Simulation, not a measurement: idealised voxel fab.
Title: Process Module voxel released beams
For reference, the cross-section in this document is cut, with width 195 nm and square cells of 5 nm.
How to read a cross-section here: the picture is a grid of square cells, written as bands going from the top down, and any band can span one or more rows of cells.
Read a band's entry like this: the first values are the height of its top and the height of its bottom in nm, and what follows is the sequence of materials from left to right, each with its width in nm. Note that "empty" is empty space, and that a single material marked "full width" reaches across the band from edge to edge.
Convention: height 0 is the level below which the wafer, as received, is all one material. The lowest band does not terminate at the bottom but continues downward, represented as "top 0, no bottom".
Read "30..40" as a graded width: first number on top, second number at the bottom, same change between each pair of neighbouring rows.
The cross-section has no changed cell in any step marked "everything unchanged".
Look at "Enclosed void entries" for the closed voids: empty spaces with no open path to the top, sized 8 cells or up. Each is width x height at distance, distance from the left edge, all nm.
On each step's line, the part that comes after the settings is the simulator's own comment on the step.
When a step includes a mask, the "overlay nm" setting on its line states how far to the right of its planned place that mask lay, and negative values state how far to the left.
Process steps - plan:
1 RECEIVE (material Si)
2 CONFORMAL_DEP (material SiN; thk nm 5)
3 DIRECTIONAL_DEP (material SiO2; thk nm 10)
4 MASKED_ETCH (tone open; mask id ANCHOR; width nm 45; etch materials SiO2; depth nm 10; overlay nm 0)
5 CONFORMAL_DEP (material TiN; thk nm 15)
6 DIRECTIONAL_DEP (material aC; thk nm 10)
7 PATTERN (tone cover; mask id BEAM; material resist; width nm 120; thk nm 30; overlay nm 0)
8 DIRECTIONAL_ETCH (etch materials aC; depth nm 10)
9 STRIP (etch materials resist)
10 DIRECTIONAL_ETCH (etch materials TiN; depth nm 15)
11 STRIP (etch materials aC)
12 STRIP (etch materials SiO2)
Concerning the first of two wafers, which was run in accordance with the plan:
As-received wafer cross-section (after step 1):
	top 0, no bottom | Si full width
	Enclosed void entries: none
Once step 2 is through, the wafer looks like this in cross-section:
	top 5, bottom 0 | SiN full width
	Beneath the level 0, the cross-section is identical to its previous state.
Once step 3 is through, the wafer looks like this in cross-section:
	top 15, bottom 5 | SiO2 full width
	Beneath the level 5, the cross-section is identical to its previous state.
Once step 4 is through, the wafer looks like this in cross-section:
	top 15, bottom 5 | 40 SiO2; 45 empty; 110 SiO2
	Beneath the level 5, the cross-section is identical to its previous state.
Once step 5 is through, the wafer looks like this in cross-section:
	top 30, bottom 20 | 55 TiN; 15 empty; 125 TiN
	top 20, bottom 15 | TiN full width
	top 15, bottom 5 | 40 SiO2; 45 TiN; 110 SiO2
	Beneath the level 5, the cross-section is identical to its previous state.
Once step 6 is through, the wafer looks like this in cross-section:
	top 40, bottom 30 | 55 aC; 15 empty; 125 aC
	top 30, bottom 20 | 55 TiN; 15 aC; 125 TiN
	Beneath the level 20, the cross-section is identical to its previous state.
Once step 7 is through, the wafer looks like this in cross-section:
	top 70, bottom 40 | 35 empty; 120 resist; 40 empty
	top 40, bottom 30 | 55 aC; 15 resist; 125 aC
	Beneath the level 30, the cross-section is identical to its previous state.
Once step 8 is through, the wafer looks like this in cross-section:
	top 60, bottom 40 | 35 empty; 120 resist; 40 empty
	top 40, bottom 30 | 35 empty; 20 aC; 15 resist; 85 aC; 40 empty
	Beneath the level 30, the cross-section is identical to its previous state.
Once step 9 is through, the wafer looks like this in cross-section:
	top 40, bottom 30 | 35 empty; 20 aC; 15 empty; 85 aC; 40 empty
	Beneath the level 30, the cross-section is identical to its previous state.
Once step 10 is through, the wafer looks like this in cross-section:
	top 40, bottom 30 | 35 empty; 20 aC; 15 empty; 85 aC; 40 empty
	top 30, bottom 20 | 35 empty; 20 TiN; 15 aC; 85 TiN; 40 empty
	top 20, bottom 15 | 35 empty; 120 TiN; 40 empty
	Beneath the level 15, the cross-section is identical to its previous state.
Once step 11 is through, the wafer looks like this in cross-section:
	top 30, bottom 20 | 35 empty; 20 TiN; 15 empty; 85 TiN; 40 empty
	Beneath the level 20, the cross-section is identical to its previous state.
Once step 12 is through, the wafer looks like this in cross-section:
	top 30, bottom 20 | 35 empty; 20 TiN; 15 empty; 85 TiN; 40 empty
	top 20, bottom 15 | 35 empty; 120 TiN; 40 empty
	top 15, bottom 5 | 40 empty; 45 TiN; 110 empty
	Beneath the level 5, the cross-section is identical to its previous state.
Second of two: same start, same plan, one run error; steps up to and including 1 match the first:
Cross-section of the second wafer at the time by which step 2 should have been completed according to the plan:
	top 10, bottom 0 | SiO2 full width
	Beneath the level 0, the cross-section is identical to its previous state.
Cross-section of the second wafer at the time by which step 3 should have been completed according to the plan:
	top 15, bottom 10 | SiN full width
	Beneath the level 10, the cross-section is identical to its previous state.
Cross-section of the second wafer at the time by which step 4 should have been completed according to the plan: everything unchanged
Cross-section of the second wafer at the time by which step 5 should have been completed according to the plan:
	top 30, bottom 15 | TiN full width
	Beneath the level 15, the cross-section is identical to its previous state.
Cross-section of the second wafer at the time by which step 6 should have been completed according to the plan:
	top 40, bottom 30 | aC full width
	Beneath the level 30, the cross-section is identical to its previous state.
Cross-section of the second wafer at the time by which step 7 should have been completed according to the plan:
	top 70, bottom 40 | 35 empty; 120 resist; 40 empty
	Beneath the level 40, the cross-section is identical to its previous state.
Cross-section of the second wafer at the time by which step 8 should have been completed according to the plan:
	top 60, bottom 40 | 35 empty; 120 resist; 40 empty
	top 40, bottom 30 | 35 empty; 120 aC; 40 empty
	Beneath the level 30, the cross-section is identical to its previous state.
Cross-section of the second wafer at the time by which step 9 should have been completed according to the plan:
	top 40, bottom 30 | 35 empty; 120 aC; 40 empty
	Beneath the level 30, the cross-section is identical to its previous state.
Cross-section of the second wafer at the time by which step 10 should have been completed according to the plan:
	top 40, bottom 30 | 35 empty; 120 aC; 40 empty
	top 30, bottom 15 | 35 empty; 120 TiN; 40 empty
	Beneath the level 15, the cross-section is identical to its previous state.
Cross-section of the second wafer at the time by which step 11 should have been completed according to the plan:
	top 30, bottom 15 | 35 empty; 120 TiN; 40 empty
	Beneath the level 15, the cross-section is identical to its previous state.
Cross-section of the second wafer at the time by which step 12 should have been completed according to the plan: everything unchanged
Deviation from plan: sequence error: steps 2 and 3 interchanged
The second wafer ends with more or fewer cells of some materials than the first, per final count: SiO2: 78 more | TiN: 12 fewer
